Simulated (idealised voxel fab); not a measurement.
Herein follows the process module entitled voxel air gaps.
In the cross-section labelled cut, the width is 235 nm and each square cell is 5 nm.
Heads up, the way a cross-section reads in here is a grid of square cells, handed over as bands from the top down, with every band being one or more rows of cells. Band entry format. Leading values: height of top, height of bottom, nm. Remainder: materials in left-to-right order, each with its width in nm. Special words: "edge to edge" on a single material, which then fills the band edge to edge; "blank", empty space. We count height from 0. Below that, the starting wafer is all one material. The lowest band never ends at the bottom but goes on down; see "0 nm and below" for how that is written. With a width like "30 to 40", each row of cells in the band differs from the next by the same amount, the top row carrying the first number and the bottom row the second. "no alterations made" for a step: no cell of the cross-section changed in that step. Each empty space that has no open way to the top and spans at least 8 cells appears under "Closed void catalog" as width x height at distance, the distance counted from the left edge, all in nm. Heads up: the bit after the settings on a step's line is the simulator's remark on that step. If you see "overlay nm" on a step's line and that step has a mask, it's telling you how far right of where it was planned the mask ended up; a negative number means it went left instead.

PROCESS STEPS FORESEEN IN THE PLAN
1 RECEIVE, material Si
2 CONFORMAL_DEP, material SiO2, thk nm 10
3 CONFORMAL_DEP, material SiCN, thk nm 5
4 DIRECTIONAL_DEP, material SiO2, thk nm 40
5 MASKED_ETCH, tone open, mask id LINES, width nm 20, pitch nm 45, etch materials SiO2, depth nm 40, overlay nm 0
6 CONFORMAL_DEP, material TiN, thk nm 5
7 FILL_DEP, material W, thk nm 5
8 CMP, height nm 55
9 EPI, material Ru, thk nm 10
10 SELECTIVE_ETCH, etch materials SiO2, depth nm 50
11 CONFORMAL_DEP, material SiCN, thk nm 5

FIRST WAFER, AS PLANNED

CROSS-SECTION OF THE WAFER UPON ARRIVAL, REPRESENTING THE STATE REACHED AFTER STEP 1
0 nm and below | Si edge to edge
Closed void catalog: none

CROSS-SECTIONAL REPRESENTATION OF THE WAFER AT THE CONCLUSION OF STEP 2
10 nm to 0 nm | SiO2 edge to edge
Unchanged below 0.

CROSS-SECTIONAL REPRESENTATION OF THE WAFER AT THE CONCLUSION OF STEP 3
15 nm to 10 nm | SiCN edge to edge
Unchanged below 10.

CROSS-SECTIONAL REPRESENTATION OF THE WAFER AT THE CONCLUSION OF STEP 4
55 nm to 15 nm | SiO2 edge to edge
Unchanged below 15.

CROSS-SECTIONAL REPRESENTATION OF THE WAFER AT THE CONCLUSION OF STEP 5
55 nm to 15 nm | SiO2: 40  blank: 20  SiO2: 25  blank: 20  SiO2: 25  blank: 20  SiO2: 25  blank: 20  SiO2: 40
Unchanged below 15.

CROSS-SECTIONAL REPRESENTATION OF THE WAFER AT THE CONCLUSION OF STEP 6
60 nm to 55 nm | TiN: 45  blank: 10  TiN: 35  blank: 10  TiN: 35  blank: 10  TiN: 35  blank: 10  TiN: 45
55 nm to 20 nm | SiO2: 40  TiN: 5  blank: 10  TiN: 5  SiO2: 25  TiN: 5  blank: 10  TiN: 5  SiO2: 25  TiN: 5  blank: 10  TiN: 5  SiO2: 25  TiN: 5  blank: 10  TiN: 5  SiO2: 40
20 nm to 15 nm | SiO2: 40  TiN: 20  SiO2: 25  TiN: 20  SiO2: 25  TiN: 20  SiO2: 25  TiN: 20  SiO2: 40
Unchanged below 15.

CROSS-SECTIONAL REPRESENTATION OF THE WAFER AT THE CONCLUSION OF STEP 7
65 nm to 60 nm | W edge to edge
60 nm to 55 nm | TiN: 45  W: 10  TiN: 35  W: 10  TiN: 35  W: 10  TiN: 35  W: 10  TiN: 45
55 nm to 20 nm | SiO2: 40  TiN: 5  W: 10  TiN: 5  SiO2: 25  TiN: 5  W: 10  TiN: 5  SiO2: 25  TiN: 5  W: 10  TiN: 5  SiO2: 25  TiN: 5  W: 10  TiN: 5  SiO2: 40
Unchanged below 20.

CROSS-SECTIONAL REPRESENTATION OF THE WAFER AT THE CONCLUSION OF STEP 8
55 nm to 20 nm | SiO2: 40  TiN: 5  W: 10  TiN: 5  SiO2: 25  TiN: 5  W: 10  TiN: 5  SiO2: 25  TiN: 5  W: 10  TiN: 5  SiO2: 25  TiN: 5  W: 10  TiN: 5  SiO2: 40
Unchanged below 20.

CROSS-SECTIONAL REPRESENTATION OF THE WAFER AT THE CONCLUSION OF STEP 9
65 nm to 55 nm | blank: 30  Ru: 40  blank: 5  Ru: 40  blank: 5  Ru: 40  blank: 5  Ru: 40  blank: 30
Unchanged below 55.

CROSS-SECTIONAL REPRESENTATION OF THE WAFER AT THE CONCLUSION OF STEP 10
65 nm to 55 nm | blank: 30  Ru: 40  blank: 5  Ru: 40  blank: 5  Ru: 40  blank: 5  Ru: 40  blank: 30
55 nm to 20 nm | blank: 40  TiN: 5  W: 10  TiN: 5  blank: 25  TiN: 5  W: 10  TiN: 5  blank: 25  TiN: 5  W: 10  TiN: 5  blank: 25  TiN: 5  W: 10  TiN: 5  blank: 40
20 nm to 15 nm | blank: 40  TiN: 20  blank: 25  TiN: 20  blank: 25  TiN: 20  blank: 25  TiN: 20  blank: 40
Unchanged below 15.

CROSS-SECTIONAL REPRESENTATION OF THE WAFER AT THE CONCLUSION OF STEP 11
70 nm to 65 nm | blank: 25  SiCN: 185  blank: 25
65 nm to 55 nm | blank: 25  SiCN: 5  Ru: 40  SiCN: 5  Ru: 40  SiCN: 5  Ru: 40  SiCN: 5  Ru: 40  SiCN: 5  blank: 25
55 nm to 50 nm | blank: 25  SiCN: 15  TiN: 5  W: 10  TiN: 5  SiCN: 25  TiN: 5  W: 10  TiN: 5  SiCN: 25  TiN: 5  W: 10  TiN: 5  SiCN: 25  TiN: 5  W: 10  TiN: 5  SiCN: 15  blank: 25
50 nm to 20 nm | blank: 35  SiCN: 5  TiN: 5  W: 10  TiN: 5  SiCN: 5  blank: 15  SiCN: 5  TiN: 5  W: 10  TiN: 5  SiCN: 5  blank: 15  SiCN: 5  TiN: 5  W: 10  TiN: 5  SiCN: 5  blank: 15  SiCN: 5  TiN: 5  W: 10  TiN: 5  SiCN: 5  blank: 35
20 nm to 15 nm | SiCN: 40  TiN: 20  SiCN: 25  TiN: 20  SiCN: 25  TiN: 20  SiCN: 25  TiN: 20  SiCN: 40
Unchanged below 15.
Closed void catalog: 15 x 30 at 65; 15 x 30 at 110; 15 x 30 at 155

SECOND WAFER (IDENTICAL START AND PLAN, ONE PROCESSING ERROR; MATCHES FIRST WAFER THROUGH STEP 1)

CROSS-SECTION: SECOND WAFER, TIME AT WHICH STEP 2 WAS SCHEDULED TO END
5 nm to 0 nm | SiO2 edge to edge
Unchanged below 0.

CROSS-SECTION: SECOND WAFER, TIME AT WHICH STEP 3 WAS SCHEDULED TO END
10 nm to 5 nm | SiCN edge to edge
Unchanged below 5.

CROSS-SECTION: SECOND WAFER, TIME AT WHICH STEP 4 WAS SCHEDULED TO END
50 nm to 10 nm | SiO2 edge to edge
Unchanged below 10.

CROSS-SECTION: SECOND WAFER, TIME AT WHICH STEP 5 WAS SCHEDULED TO END
50 nm to 10 nm | SiO2: 40  blank: 20  SiO2: 25  blank: 20  SiO2: 25  blank: 20  SiO2: 25  blank: 20  SiO2: 40
Unchanged below 10.

CROSS-SECTION: SECOND WAFER, TIME AT WHICH STEP 6 WAS SCHEDULED TO END
55 nm to 50 nm | TiN: 45  blank: 10  TiN: 35  blank: 10  TiN: 35  blank: 10  TiN: 35  blank: 10  TiN: 45
50 nm to 15 nm | SiO2: 40  TiN: 5  blank: 10  TiN: 5  SiO2: 25  TiN: 5  blank: 10  TiN: 5  SiO2: 25  TiN: 5  blank: 10  TiN: 5  SiO2: 25  TiN: 5  blank: 10  TiN: 5  SiO2: 40
15 nm to 10 nm | SiO2: 40  TiN: 20  SiO2: 25  TiN: 20  SiO2: 25  TiN: 20  SiO2: 25  TiN: 20  SiO2: 40
Unchanged below 10.

CROSS-SECTION: SECOND WAFER, TIME AT WHICH STEP 7 WAS SCHEDULED TO END
60 nm to 55 nm | W edge to edge
55 nm to 50 nm | TiN: 45  W: 10  TiN: 35  W: 10  TiN: 35  W: 10  TiN: 35  W: 10  TiN: 45
50 nm to 15 nm | SiO2: 40  TiN: 5  W: 10  TiN: 5  SiO2: 25  TiN: 5  W: 10  TiN: 5  SiO2: 25  TiN: 5  W: 10  TiN: 5  SiO2: 25  TiN: 5  W: 10  TiN: 5  SiO2: 40
Unchanged below 15.

CROSS-SECTION: SECOND WAFER, TIME AT WHICH STEP 8 WAS SCHEDULED TO END
55 nm to 50 nm | TiN: 45  W: 10  TiN: 35  W: 10  TiN: 35  W: 10  TiN: 35  W: 10  TiN: 45
Unchanged below 50.

CROSS-SECTION: SECOND WAFER, TIME AT WHICH STEP 9 WAS SCHEDULED TO END
65 nm to 55 nm | Ru edge to edge
Unchanged below 55.

Cross-section: second wafer, time at which step 10 was scheduled to end: no alterations made

CROSS-SECTION: SECOND WAFER, TIME AT WHICH STEP 11 WAS SCHEDULED TO END
70 nm to 65 nm | SiCN edge to edge
Unchanged below 65.
Want to know what went wrong? not per plan at step 2, really ran CONFORMAL_DEP, material SiO2, thk nm 5
Once processing is complete, comparing cell counts shows that the second wafer has more or fewer of certain materials than the first: Ru +30 | SiCN -100 | SiO2 +201 | TiN +39 | W +8
The closed voids present at the end amount to 3 for the first wafer and 0 for the second wafer.
